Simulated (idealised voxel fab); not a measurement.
Process module name: voxel released beams
The cross-section on display is named cut; it measures 200 nm wide, and its cells are 5 nm squares.
Cross-section, as written here: a square-cell grid given band by band from the top down, where a band holds one or more rows of cells. Per band: top height and bottom height in nm, followed by the left-to-right materials and their widths in nm; "full width" marks a single material spanning edge to edge, "empty" marks empty space. Heads up on the height convention: 0 is the point under which the incoming wafer is all one material, and the lowest band has no bottom, it just keeps going down, like "0 -> down". Graded width ("30..40"): value in top row of band = first number; value in bottom row = second number; row-to-row change constant. "no modification" for a step: no cell of the cross-section changed in that step. If an empty space has no open way to the top and is at least 8 cells in size, "Entrapped voids" lists it, written width x height at distance, where distance is measured from the left edge and every value is in nm. Whatever follows a step's settings on its line is a remark the simulator itself makes about that step. overlay nm: where the mask lay relative to plan, measured to the right, on steps with a mask; negatives go left.
Process steps - plan:
step 1: RECEIVE (material Si)
step 2: CONFORMAL_DEP (material SiN; thk nm 10)
step 3: DIRECTIONAL_DEP (material SiO2; thk nm 10)
step 4: MASKED_ETCH (tone open; mask id ANCHOR; width nm 30; etch materials SiO2; depth nm 10; overlay nm 0)
step 5: CONFORMAL_DEP (material W; thk nm 10)
step 6: DIRECTIONAL_DEP (material aC; thk nm 15)
step 7: PATTERN (tone cover; mask id BEAM; material resist; width nm 90; thk nm 35; overlay nm 0)
step 8: DIRECTIONAL_ETCH (etch materials aC; depth nm 15)
step 9: STRIP (etch materials resist)
step 10: DIRECTIONAL_ETCH (etch materials W; depth nm 10)
step 11: STRIP (etch materials aC)
step 12: STRIP (etch materials SiO2)
Cross-section of the wafer as it came to us, i.e., already through step 1:
> 0 -> down: Si full width
> Entrapped voids: none
Cross-section taken at module completion on the first of two wafers; processed per the plan:
> 30 -> 20: empty=50  W=15  empty=10  W=65  empty=60
> 20 -> 10: empty=55  W=30  empty=115
> 10 -> 0: SiN full width
> 0 -> down: Si full width
> Entrapped voids: none
Second wafer through the module, sectioned at the end: same beginning and same plan as the first wafer, with one mistake in carrying it out:
> 30 -> 20: empty=50  W=15  empty=10  W=70  empty=55
> 20 -> 10: empty=55  W=30  empty=115
> 10 -> 0: SiN full width
> 0 -> down: Si full width
> Entrapped voids: none
What broke from the plan during processing? step 7 ran with different settings than intended, the actual operation and settings being PATTERN (tone cover; mask id BEAM; material resist; width nm 95; thk nm 35; overlay nm 0)
It is noted that, at the conclusion of processing, the second wafer exhibits a higher or lower cell count for certain materials relative to the first: 2 more of W
